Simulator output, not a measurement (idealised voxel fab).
The name of this process module is voxel gate over fins.
The cross-section shown here is cut; it is 250 nm wide and divided into square cells measuring 5 nm on a side.
Think of the cross-section as a grid of square cells. We describe it in bands, top to bottom, and each band covers one or more rows of those cells.
Basically the band line says how high the top is and how high the bottom is, in nm, and then what's in it from left to right, every material with its width in nm. Empty space shows up as "blank", and if a single material carries "full width" it runs the full band edge to edge.
Note: height 0 marks the level under which the wafer is uniformly one material as received. Lowest band unbounded below, written "z 0 and below".
Width: "30 to 40" (first number = top row, second number = bottom row, same change from row to row of cells).
"same as before" (step): cross-section cells unchanged, all of them.
The entry titled "Enclosed cavities" provides the empty spaces that have no open way to the top, restricted to those of 8 cells or more. Each is presented as width x height at distance, the distance being measured from the left edge, with all three in nm.
If you see something after the settings on a step's line, that's the simulator's own remark about that step.
The "overlay nm" setting may appear on a step's line; for a step that uses a mask, it gives how far to the right of its planned position the mask lay, and a negative value indicates the left.
**Set out below are the planned steps of the process**
1 op RECEIVE | material Si
2 op CONFORMAL_DEP | material SiN | thk nm 10
3 op PATTERN | tone cover | mask id FINS | material resist | width nm 15 | pitch nm 50 | thk nm 20 | overlay nm 0
4 op DIRECTIONAL_ETCH | etch materials SiN | depth nm 10
5 op DIRECTIONAL_ETCH | etch materials Si | depth nm 30
6 op STRIP | etch materials resist
7 op FILL_DEP | material SiO2 | thk nm 5
8 op CMP | height nm 10
9 op MASKED_ETCH | tone open | mask id RAIL | width nm 15 | etch materials SiO2 | depth nm 35 | overlay nm 0
10 op CONFORMAL_DEP | material TiN | thk nm 5
11 op FILL_DEP | material W | thk nm 10
12 op CMP | height nm 10
13 op SELECTIVE_ETCH | etch materials W Ru TiN | depth nm 30
14 op FILL_DEP | material SiO2 | thk nm 5
15 op CMP | height nm 10
16 op SELECTIVE_ETCH | etch materials SiO2 | depth nm 25
17 op STRIP | etch materials SiN
18 op CONFORMAL_DEP | material HfO2 | thk nm 5
19 op CONFORMAL_DEP | material TiN | thk nm 5
20 op CONFORMAL_DEP | material TiAl | thk nm 5
21 op CONFORMAL_DEP | material TiN | thk nm 5
22 op FILL_DEP | material W | thk nm 15
23 op CMP | height nm 30
24 op CONFORMAL_DEP | material SiCN | thk nm 5
**Cross-section of the wafer at receipt, which is the condition after step 1**
> z 0 and below = Si full width
> Enclosed cavities: none
**The plan above was carried out on the starting structure above with one mistake, and this cross-section shows the wafer at the end of the module**
> z 35 to 30 = SiCN full width
> z 30 to 20 = W full width
> z 20 to 15 = W=45 / TiN=155 / W=50
> z 15 to 10 = W=45 / TiN=5 / TiAl=45 / TiN=5 / TiAl=45 / TiN=5 / TiAl=45 / TiN=5 / W=50
> z 10 to 5 = W=45 / TiN=5 / TiAl=5 / TiN=35 / TiAl=5 / TiN=5 / TiAl=5 / TiN=35 / TiAl=5 / TiN=5 / TiAl=5 / TiN=35 / TiAl=5 / TiN=5 / W=50
> z 5 to 0 = TiN=50 / TiAl=5 / TiN=5 / HfO2=25 / TiN=5 / TiAl=5 / TiN=5 / TiAl=5 / TiN=5 / HfO2=25 / TiN=5 / TiAl=5 / TiN=5 / TiAl=5 / TiN=5 / HfO2=25 / TiN=5 / TiAl=5 / TiN=55
> z 0 to -5 = TiAl=55 / TiN=5 / HfO2=5 / Si=15 / HfO2=5 / TiN=5 / TiAl=15 / TiN=5 / HfO2=5 / Si=15 / HfO2=5 / TiN=5 / TiAl=15 / TiN=5 / HfO2=5 / Si=15 / HfO2=5 / TiN=5 / TiAl=60
> z -5 to -10 = TiN=60 / HfO2=5 / Si=15 / HfO2=5 / TiN=25 / HfO2=5 / Si=15 / HfO2=5 / TiN=25 / HfO2=5 / Si=15 / HfO2=5 / TiN=65
> z -10 to -15 = HfO2=65 / Si=15 / HfO2=35 / Si=15 / HfO2=35 / Si=15 / HfO2=70
> z -15 to -20 = SiO2=65 / Si=15 / SiO2=35 / Si=15 / SiO2=35 / Si=15 / SiO2=70
> z -20 to -25 = SiO2=65 / Si=15 / SiO2=10 / TiN=15 / SiO2=10 / Si=15 / SiO2=35 / Si=15 / SiO2=70
> z -25 and below = Si full width
> Enclosed cavities: none
What was done differently from what was planned? step 5 deviated from plan and actually ran as op DIRECTIONAL_ETCH | etch materials Si | depth nm 25
